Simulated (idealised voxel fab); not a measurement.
process module | voxel wiring stack
Square cell edge 5 nm, section width 295 nm, ID cut.
Cross-section = grid of square cells, listed top down in bands; band = one or more rows. Band entry format. Leading values: height of top, height of bottom, nm. Remainder: materials in left-to-right order, each with its width in nm. Special words: "edge to edge" on a single material, which then fills the band edge to edge; "empty", empty space. Measure heights from 0. That's the level where, below it, the as-received wafer is all one material. The lowest band is bottomless and extends downward; write it as in "0 and below". A width given as "30->40" starts at the first number in the band's top row and ends at the second number in its bottom row, shifting by an equal amount at every step from row to row. Where the words "all unchanged" appear for a step, the cross-section shows no cell changed by that step; every cell remained as before. This entry, "Closed void list", enumerates those empty regions of no fewer than 8 cells that possess no open connection to the top. Each region is reported in the form width x height at distance, the distance being taken from the left edge, with all three quantities expressed in nm. What comes after the settings on a step's line is commentary from the simulator itself on that step. You can add "overlay nm" to a step's line. For a step with a mask, it describes how far the mask lay to the right of its planned position, and a negative number describes a lay to the left.

### The process steps that were planned are listed below
1. RECEIVE | material Si
2. CONFORMAL_DEP | material SiO2 | thk nm 10
3. DIRECTIONAL_DEP | material TiN | thk nm 5
4. DIRECTIONAL_DEP | material Ru | thk nm 25
5. MASKED_ETCH | tone cover | mask id METAL_1 | width nm 30 | pitch nm 55 | etch materials Ru | depth nm 25 | overlay nm 0
6. MASKED_ETCH | tone cover | mask id METAL_1 | width nm 30 | pitch nm 55 | etch materials TiN | depth nm 5 | overlay nm 0
7. FILL_DEP | material SiO2 | thk nm 10
8. CMP | height nm 40
9. CONFORMAL_DEP | material SiCN | thk nm 5
10. DIRECTIONAL_DEP | material lowk | thk nm 20
11. PATTERN | tone open | mask id PLUG_1 | material resist | width nm 15 | pitch nm 110 | thk nm 20 | overlay nm 0
12. DIRECTIONAL_ETCH | etch materials lowk | depth nm 20
13. DIRECTIONAL_ETCH | etch materials SiCN | depth nm 5
14. STRIP | etch materials resist
15. EPI | material Ru | thk nm 10
16. EPI | material Ru | thk nm 10
17. EPI | material Ru | thk nm 5
18. DIRECTIONAL_DEP | material TiN | thk nm 5
19. DIRECTIONAL_DEP | material W | thk nm 20
20. DIRECTIONAL_DEP | material aC | thk nm 15
21. PATTERN | tone cover | mask id METAL_2 | material resist | width nm 30 | pitch nm 55 | thk nm 35 | overlay nm 0
22. DIRECTIONAL_ETCH | etch materials aC | depth nm 15
23. STRIP | etch materials resist
24. DIRECTIONAL_ETCH | etch materials W | depth nm 20
25. DIRECTIONAL_ETCH | etch materials TiN | depth nm 5
26. STRIP | etch materials aC
27. FILL_DEP | material SiO2 | thk nm 5
28. CMP | height nm 90
29. CONFORMAL_DEP | material SiCN | thk nm 5

### This is the cross-section of the wafer as we received it, i.e. after step 1
0 and below  Si edge to edge
Closed void list: none

### Post-module cross-section of the first of two wafers (run per plan)
95 down to 90  SiCN edge to edge
90 down to 70  SiO2=75; W=30; SiO2=25; W=30; SiO2=25; W=30; SiO2=80
70 down to 65  SiO2=75; TiN=30; SiO2=25; TiN=30; SiO2=25; TiN=30; SiO2=80
65 down to 45  lowk=75; Ru=15; lowk=95; Ru=15; lowk=95
45 down to 40  SiCN=75; Ru=15; SiCN=95; Ru=15; SiCN=95
40 down to 15  SiO2=75; Ru=30; SiO2=25; Ru=30; SiO2=25; Ru=30; SiO2=80
15 down to 10  SiO2=75; TiN=30; SiO2=25; TiN=30; SiO2=25; TiN=30; SiO2=80
10 down to 0  SiO2 edge to edge
0 and below  Si edge to edge
Closed void list: none

### This cross-section belongs to the second wafer of two at the end of the module; the start and the plan were shared with the first, and the run included one mistake
95 down to 90  SiCN edge to edge
90 down to 80  SiO2=75; W=30; SiO2=25; W=30; SiO2=25; W=30; SiO2=80
80 down to 75  SiO2=75; TiN=25; W=5; SiO2=25; W=30; SiO2=25; TiN=25; W=5; SiO2=80
75 down to 70  SiO2=65; Ru=35; W=5; SiO2=25; W=30; SiO2=15; Ru=35; W=5; SiO2=80
70 down to 65  SiO2=65; Ru=35; TiN=5; SiO2=25; TiN=30; SiO2=15; Ru=35; TiN=5; SiO2=80
65 down to 45  lowk=75; Ru=15; lowk=95; Ru=15; lowk=95
45 down to 40  SiCN=75; Ru=15; SiCN=95; Ru=15; SiCN=95
40 down to 15  SiO2=75; Ru=30; SiO2=25; Ru=30; SiO2=25; Ru=30; SiO2=80
15 down to 10  SiO2=75; TiN=30; SiO2=25; TiN=30; SiO2=25; TiN=30; SiO2=80
10 down to 0  SiO2 edge to edge
0 and below  Si edge to edge
Closed void list: none
Error vs. plan: twice-run step: one of the identical 15 and 16, not identifiable
Final wafer comparison in cells, second versus first, more or fewer per material: Ru: 28 more; SiO2: 8 fewer; W: 20 fewer
